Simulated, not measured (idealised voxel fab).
You're looking at the process module voxel wiring stack.
Square cells of 5 nm make up the cross-section cut, whose width is 300 nm.
Cross-section layout: square cells on a grid; listed as bands, top to bottom; a band spans one or more cell rows. Band: top and bottom heights (nm) first, top before bottom; then materials from left to right, widths in nm. "everywhere" marks a sole material filling the band edge to edge. "air" denotes empty space. All heights in this document are referenced to 0, defined as the level beneath which the wafer, as received, consists entirely of one material. The lowest band is not bounded below; it extends indefinitely downward and is written in the form "0 nm and below". Top row gets the first number, bottom row gets the second, and each row in between changes by the same step: that is how a band width like "30..40" works. Take "nothing different" at face value: in the step it is given for, the cross-section changed in none of its cells. Empty spaces counting at least 8 cells and having no open way to the top are listed in "Sealed internal voids". The notation width x height at distance is used for each, the distance being from the left edge and all three values in nm. Note: text after step settings on the step line = simulator remark on that step. overlay nm: mask offset rightward from planned place, masked step; negative means leftward offset.
List of planned process steps:
1) RECEIVE: material Si
2) CONFORMAL_DEP: material SiO2, thk nm 10
3) DIRECTIONAL_DEP: material TiN, thk nm 5
4) DIRECTIONAL_DEP: material W, thk nm 20
5) PATTERN: tone cover, mask id METAL_1, material resist, width nm 30, pitch nm 60, thk nm 20, overlay nm 0
6) DIRECTIONAL_ETCH: etch materials W, depth nm 20
7) DIRECTIONAL_ETCH: etch materials TiN, depth nm 5
8) STRIP: etch materials resist
9) CONFORMAL_DEP: material SiN, thk nm 5
10) FILL_DEP: material SiO2, thk nm 5
11) CMP: height nm 35
12) CONFORMAL_DEP: material SiCN, thk nm 5
13) DIRECTIONAL_DEP: material SiO2, thk nm 30
14) MASKED_ETCH: tone open, mask id METAL_2_HOLES, width nm 15, pitch nm 60, etch materials SiO2, depth nm 30, overlay nm 0
15) PATTERN: tone open, mask id METAL_2, material resist, width nm 30, pitch nm 60, thk nm 15, overlay nm 0
16) DIRECTIONAL_ETCH: etch materials SiO2, depth nm 15
17) DIRECTIONAL_ETCH: etch materials SiCN, depth nm 5
18) STRIP: etch materials resist
19) CONFORMAL_DEP: material TiN, thk nm 5
20) FILL_DEP: material Cu, thk nm 10
21) CMP: height nm 70
22) CONFORMAL_DEP: material SiCN, thk nm 5
On the first of the two wafers: run conducted according to plan:
as received, after step 1:
  0 nm and below: Si everywhere
  Sealed internal voids: none
How the wafer stands in section after step 2:
  10 nm to 0 nm: SiO2 everywhere
  Below a height of 0, the structure has not been altered.
How the wafer stands in section after step 3:
  15 nm to 10 nm: TiN everywhere
  Below a height of 10, the structure has not been altered.
How the wafer stands in section after step 4:
  35 nm to 15 nm: W everywhere
  Below a height of 15, the structure has not been altered.
How the wafer stands in section after step 5:
  55 nm to 35 nm: air: 75 / resist: 30 / air: 30 / resist: 30 / air: 30 / resist: 30 / air: 75
  Below a height of 35, the structure has not been altered.
How the wafer stands in section after step 6:
  55 nm to 35 nm: air: 75 / resist: 30 / air: 30 / resist: 30 / air: 30 / resist: 30 / air: 75
  35 nm to 15 nm: air: 75 / W: 30 / air: 30 / W: 30 / air: 30 / W: 30 / air: 75
  Below a height of 15, the structure has not been altered.
How the wafer stands in section after step 7:
  55 nm to 35 nm: air: 75 / resist: 30 / air: 30 / resist: 30 / air: 30 / resist: 30 / air: 75
  35 nm to 15 nm: air: 75 / W: 30 / air: 30 / W: 30 / air: 30 / W: 30 / air: 75
  15 nm to 10 nm: air: 75 / TiN: 30 / air: 30 / TiN: 30 / air: 30 / TiN: 30 / air: 75
  Below a height of 10, the structure has not been altered.
How the wafer stands in section after step 8:
  35 nm to 15 nm: air: 75 / W: 30 / air: 30 / W: 30 / air: 30 / W: 30 / air: 75
  Below a height of 15, the structure has not been altered.
How the wafer stands in section after step 9:
  40 nm to 35 nm: air: 70 / SiN: 40 / air: 20 / SiN: 40 / air: 20 / SiN: 40 / air: 70
  35 nm to 15 nm: air: 70 / SiN: 5 / W: 30 / SiN: 5 / air: 20 / SiN: 5 / W: 30 / SiN: 5 / air: 20 / SiN: 5 / W: 30 / SiN: 5 / air: 70
  15 nm to 10 nm: SiN: 75 / TiN: 30 / SiN: 30 / TiN: 30 / SiN: 30 / TiN: 30 / SiN: 75
  Below a height of 10, the structure has not been altered.
How the wafer stands in section after step 10:
  45 nm to 40 nm: SiO2 everywhere
  40 nm to 35 nm: SiO2: 70 / SiN: 40 / SiO2: 20 / SiN: 40 / SiO2: 20 / SiN: 40 / SiO2: 70
  35 nm to 15 nm: SiO2: 70 / SiN: 5 / W: 30 / SiN: 5 / SiO2: 20 / SiN: 5 / W: 30 / SiN: 5 / SiO2: 20 / SiN: 5 / W: 30 / SiN: 5 / SiO2: 70
  Below a height of 15, the structure has not been altered.
How the wafer stands in section after step 11:
  35 nm to 15 nm: SiO2: 70 / SiN: 5 / W: 30 / SiN: 5 / SiO2: 20 / SiN: 5 / W: 30 / SiN: 5 / SiO2: 20 / SiN: 5 / W: 30 / SiN: 5 / SiO2: 70
  Below a height of 15, the structure has not been altered.
How the wafer stands in section after step 12:
  40 nm to 35 nm: SiCN everywhere
  Below a height of 35, the structure has not been altered.
How the wafer stands in section after step 13:
  70 nm to 40 nm: SiO2 everywhere
  Below a height of 40, the structure has not been altered.
How the wafer stands in section after step 14:
  70 nm to 40 nm: SiO2: 75 / air: 15 / SiO2: 45 / air: 15 / SiO2: 45 / air: 15 / SiO2: 90
  Below a height of 40, the structure has not been altered.
How the wafer stands in section after step 15:
  85 nm to 70 nm: resist: 75 / air: 30 / resist: 30 / air: 30 / resist: 30 / air: 30 / resist: 75
  Below a height of 70, the structure has not been altered.
How the wafer stands in section after step 16:
  85 nm to 70 nm: resist: 75 / air: 30 / resist: 30 / air: 30 / resist: 30 / air: 30 / resist: 75
  70 nm to 55 nm: SiO2: 75 / air: 30 / SiO2: 30 / air: 30 / SiO2: 30 / air: 30 / SiO2: 75
  Below a height of 55, the structure has not been altered.
How the wafer stands in section after step 17:
  85 nm to 70 nm: resist: 75 / air: 30 / resist: 30 / air: 30 / resist: 30 / air: 30 / resist: 75
  70 nm to 55 nm: SiO2: 75 / air: 30 / SiO2: 30 / air: 30 / SiO2: 30 / air: 30 / SiO2: 75
  55 nm to 40 nm: SiO2: 75 / air: 15 / SiO2: 45 / air: 15 / SiO2: 45 / air: 15 / SiO2: 90
  40 nm to 35 nm: SiCN: 75 / air: 15 / SiCN: 45 / air: 15 / SiCN: 45 / air: 15 / SiCN: 90
  Below a height of 35, the structure has not been altered.
How the wafer stands in section after step 18:
  70 nm to 55 nm: SiO2: 75 / air: 30 / SiO2: 30 / air: 30 / SiO2: 30 / air: 30 / SiO2: 75
  Below a height of 55, the structure has not been altered.
How the wafer stands in section after step 19:
  75 nm to 70 nm: TiN: 80 / air: 20 / TiN: 40 / air: 20 / TiN: 40 / air: 20 / TiN: 80
  70 nm to 60 nm: SiO2: 75 / TiN: 5 / air: 20 / TiN: 5 / SiO2: 30 / TiN: 5 / air: 20 / TiN: 5 / SiO2: 30 / TiN: 5 / air: 20 / TiN: 5 / SiO2: 75
  60 nm to 55 nm: SiO2: 75 / TiN: 5 / air: 5 / TiN: 20 / SiO2: 30 / TiN: 5 / air: 5 / TiN: 20 / SiO2: 30 / TiN: 5 / air: 5 / TiN: 20 / SiO2: 75
  55 nm to 40 nm: SiO2: 75 / TiN: 5 / air: 5 / TiN: 5 / SiO2: 45 / TiN: 5 / air: 5 / TiN: 5 / SiO2: 45 / TiN: 5 / air: 5 / TiN: 5 / SiO2: 90
  40 nm to 35 nm: SiCN: 75 / TiN: 15 / SiCN: 45 / TiN: 15 / SiCN: 45 / TiN: 15 / SiCN: 90
  Below a height of 35, the structure has not been altered.
How the wafer stands in section after step 20:
  85 nm to 75 nm: Cu everywhere
  75 nm to 70 nm: TiN: 80 / Cu: 20 / TiN: 40 / Cu: 20 / TiN: 40 / Cu: 20 / TiN: 80
  70 nm to 60 nm: SiO2: 75 / TiN: 5 / Cu: 20 / TiN: 5 / SiO2: 30 / TiN: 5 / Cu: 20 / TiN: 5 / SiO2: 30 / TiN: 5 / Cu: 20 / TiN: 5 / SiO2: 75
  60 nm to 55 nm: SiO2: 75 / TiN: 5 / Cu: 5 / TiN: 20 / SiO2: 30 / TiN: 5 / Cu: 5 / TiN: 20 / SiO2: 30 / TiN: 5 / Cu: 5 / TiN: 20 / SiO2: 75
  55 nm to 40 nm: SiO2: 75 / TiN: 5 / Cu: 5 / TiN: 5 / SiO2: 45 / TiN: 5 / Cu: 5 / TiN: 5 / SiO2: 45 / TiN: 5 / Cu: 5 / TiN: 5 / SiO2: 90
  Below a height of 40, the structure has not been altered.
How the wafer stands in section after step 21:
  70 nm to 60 nm: SiO2: 75 / TiN: 5 / Cu: 20 / TiN: 5 / SiO2: 30 / TiN: 5 / Cu: 20 / TiN: 5 / SiO2: 30 / TiN: 5 / Cu: 20 / TiN: 5 / SiO2: 75
  Below a height of 60, the structure has not been altered.
How the wafer stands in section after step 22:
  75 nm to 70 nm: SiCN everywhere
  Below a height of 70, the structure has not been altered.
The second wafer was prepared from the same starting point and under the same plan as the first; its processing contained one mistake, and it remains indistinguishable from the first wafer up to and including step 4:
Cross-sectional view of the second wafer at the intended end time of process step 5:
  55 nm to 35 nm: air: 70 / resist: 30 / air: 30 / resist: 30 / air: 30 / resist: 30 / air: 80
  Below a height of 35, the structure has not been altered.
Cross-sectional view of the second wafer at the intended end time of process step 6:
  55 nm to 35 nm: air: 70 / resist: 30 / air: 30 / resist: 30 / air: 30 / resist: 30 / air: 80
  35 nm to 15 nm: air: 70 / W: 30 / air: 30 / W: 30 / air: 30 / W: 30 / air: 80
  Below a height of 15, the structure has not been altered.
Cross-sectional view of the second wafer at the intended end time of process step 7:
  55 nm to 35 nm: air: 70 / resist: 30 / air: 30 / resist: 30 / air: 30 / resist: 30 / air: 80
  35 nm to 15 nm: air: 70 / W: 30 / air: 30 / W: 30 / air: 30 / W: 30 / air: 80
  15 nm to 10 nm: air: 70 / TiN: 30 / air: 30 / TiN: 30 / air: 30 / TiN: 30 / air: 80
  Below a height of 10, the structure has not been altered.
Cross-sectional view of the second wafer at the intended end time of process step 8:
  35 nm to 15 nm: air: 70 / W: 30 / air: 30 / W: 30 / air: 30 / W: 30 / air: 80
  Below a height of 15, the structure has not been altered.
Cross-sectional view of the second wafer at the intended end time of process step 9:
  40 nm to 35 nm: air: 65 / SiN: 40 / air: 20 / SiN: 40 / air: 20 / SiN: 40 / air: 75
  35 nm to 15 nm: air: 65 / SiN: 5 / W: 30 / SiN: 5 / air: 20 / SiN: 5 / W: 30 / SiN: 5 / air: 20 / SiN: 5 / W: 30 / SiN: 5 / air: 75
  15 nm to 10 nm: SiN: 70 / TiN: 30 / SiN: 30 / TiN: 30 / SiN: 30 / TiN: 30 / SiN: 80
  Below a height of 10, the structure has not been altered.
Cross-sectional view of the second wafer at the intended end time of process step 10:
  45 nm to 40 nm: SiO2 everywhere
  40 nm to 35 nm: SiO2: 65 / SiN: 40 / SiO2: 20 / SiN: 40 / SiO2: 20 / SiN: 40 / SiO2: 75
  35 nm to 15 nm: SiO2: 65 / SiN: 5 / W: 30 / SiN: 5 / SiO2: 20 / SiN: 5 / W: 30 / SiN: 5 / SiO2: 20 / SiN: 5 / W: 30 / SiN: 5 / SiO2: 75
  Below a height of 15, the structure has not been altered.
Cross-sectional view of the second wafer at the intended end time of process step 11:
  35 nm to 15 nm: SiO2: 65 / SiN: 5 / W: 30 / SiN: 5 / SiO2: 20 / SiN: 5 / W: 30 / SiN: 5 / SiO2: 20 / SiN: 5 / W: 30 / SiN: 5 / SiO2: 75
  Below a height of 15, the structure has not been altered.
Cross-sectional view of the second wafer at the intended end time of process step 12:
  40 nm to 35 nm: SiCN everywhere
  Below a height of 35, the structure has not been altered.
Cross-sectional view of the second wafer at the intended end time of process step 13:
  70 nm to 40 nm: SiO2 everywhere
  Below a height of 40, the structure has not been altered.
Cross-sectional view of the second wafer at the intended end time of process step 14:
  70 nm to 40 nm: SiO2: 75 / air: 15 / SiO2: 45 / air: 15 / SiO2: 45 / air: 15 / SiO2: 90
  Below a height of 40, the structure has not been altered.
Cross-sectional view of the second wafer at the intended end time of process step 15:
  85 nm to 70 nm: resist: 75 / air: 30 / resist: 30 / air: 30 / resist: 30 / air: 30 / resist: 75
  Below a height of 70, the structure has not been altered.
Cross-sectional view of the second wafer at the intended end time of process step 16:
  85 nm to 70 nm: resist: 75 / air: 30 / resist: 30 / air: 30 / resist: 30 / air: 30 / resist: 75
  70 nm to 55 nm: SiO2: 75 / air: 30 / SiO2: 30 / air: 30 / SiO2: 30 / air: 30 / SiO2: 75
  Below a height of 55, the structure has not been altered.
Cross-sectional view of the second wafer at the intended end time of process step 17:
  85 nm to 70 nm: resist: 75 / air: 30 / resist: 30 / air: 30 / resist: 30 / air: 30 / resist: 75
  70 nm to 55 nm: SiO2: 75 / air: 30 / SiO2: 30 / air: 30 / SiO2: 30 / air: 30 / SiO2: 75
  55 nm to 40 nm: SiO2: 75 / air: 15 / SiO2: 45 / air: 15 / SiO2: 45 / air: 15 / SiO2: 90
  40 nm to 35 nm: SiCN: 75 / air: 15 / SiCN: 45 / air: 15 / SiCN: 45 / air: 15 / SiCN: 90
  Below a height of 35, the structure has not been altered.
Cross-sectional view of the second wafer at the intended end time of process step 18:
  70 nm to 55 nm: SiO2: 75 / air: 30 / SiO2: 30 / air: 30 / SiO2: 30 / air: 30 / SiO2: 75
  Below a height of 55, the structure has not been altered.
Cross-sectional view of the second wafer at the intended end time of process step 19:
  75 nm to 70 nm: TiN: 80 / air: 20 / TiN: 40 / air: 20 / TiN: 40 / air: 20 / TiN: 80
  70 nm to 60 nm: SiO2: 75 / TiN: 5 / air: 20 / TiN: 5 / SiO2: 30 / TiN: 5 / air: 20 / TiN: 5 / SiO2: 30 / TiN: 5 / air: 20 / TiN: 5 / SiO2: 75
  60 nm to 55 nm: SiO2: 75 / TiN: 5 / air: 5 / TiN: 20 / SiO2: 30 / TiN: 5 / air: 5 / TiN: 20 / SiO2: 30 / TiN: 5 / air: 5 / TiN: 20 / SiO2: 75
  55 nm to 40 nm: SiO2: 75 / TiN: 5 / air: 5 / TiN: 5 / SiO2: 45 / TiN: 5 / air: 5 / TiN: 5 / SiO2: 45 / TiN: 5 / air: 5 / TiN: 5 / SiO2: 90
  40 nm to 35 nm: SiCN: 75 / TiN: 15 / SiCN: 45 / TiN: 15 / SiCN: 45 / TiN: 15 / SiCN: 90
  Below a height of 35, the structure has not been altered.
Cross-sectional view of the second wafer at the intended end time of process step 20:
  85 nm to 75 nm: Cu everywhere
  75 nm to 70 nm: TiN: 80 / Cu: 20 / TiN: 40 / Cu: 20 / TiN: 40 / Cu: 20 / TiN: 80
  70 nm to 60 nm: SiO2: 75 / TiN: 5 / Cu: 20 / TiN: 5 / SiO2: 30 / TiN: 5 / Cu: 20 / TiN: 5 / SiO2: 30 / TiN: 5 / Cu: 20 / TiN: 5 / SiO2: 75
  60 nm to 55 nm: SiO2: 75 / TiN: 5 / Cu: 5 / TiN: 20 / SiO2: 30 / TiN: 5 / Cu: 5 / TiN: 20 / SiO2: 30 / TiN: 5 / Cu: 5 / TiN: 20 / SiO2: 75
  55 nm to 40 nm: SiO2: 75 / TiN: 5 / Cu: 5 / TiN: 5 / SiO2: 45 / TiN: 5 / Cu: 5 / TiN: 5 / SiO2: 45 / TiN: 5 / Cu: 5 / TiN: 5 / SiO2: 90
  Below a height of 40, the structure has not been altered.
Cross-sectional view of the second wafer at the intended end time of process step 21:
  70 nm to 60 nm: SiO2: 75 / TiN: 5 / Cu: 20 / TiN: 5 / SiO2: 30 / TiN: 5 / Cu: 20 / TiN: 5 / SiO2: 30 / TiN: 5 / Cu: 20 / TiN: 5 / SiO2: 75
  Below a height of 60, the structure has not been altered.
Cross-sectional view of the second wafer at the intended end time of process step 22:
  75 nm to 70 nm: SiCN everywhere
  Below a height of 70, the structure has not been altered.
Deviation noted in wafer processing: note that step 5 departed from the planned setting and was carried out as PATTERN: tone cover, mask id METAL_1, material resist, width nm 30, pitch nm 60, thk nm 20, overlay nm -5
Tallied in cells, the final second wafer holds each material in the same quantity as the first, although not at the same places.
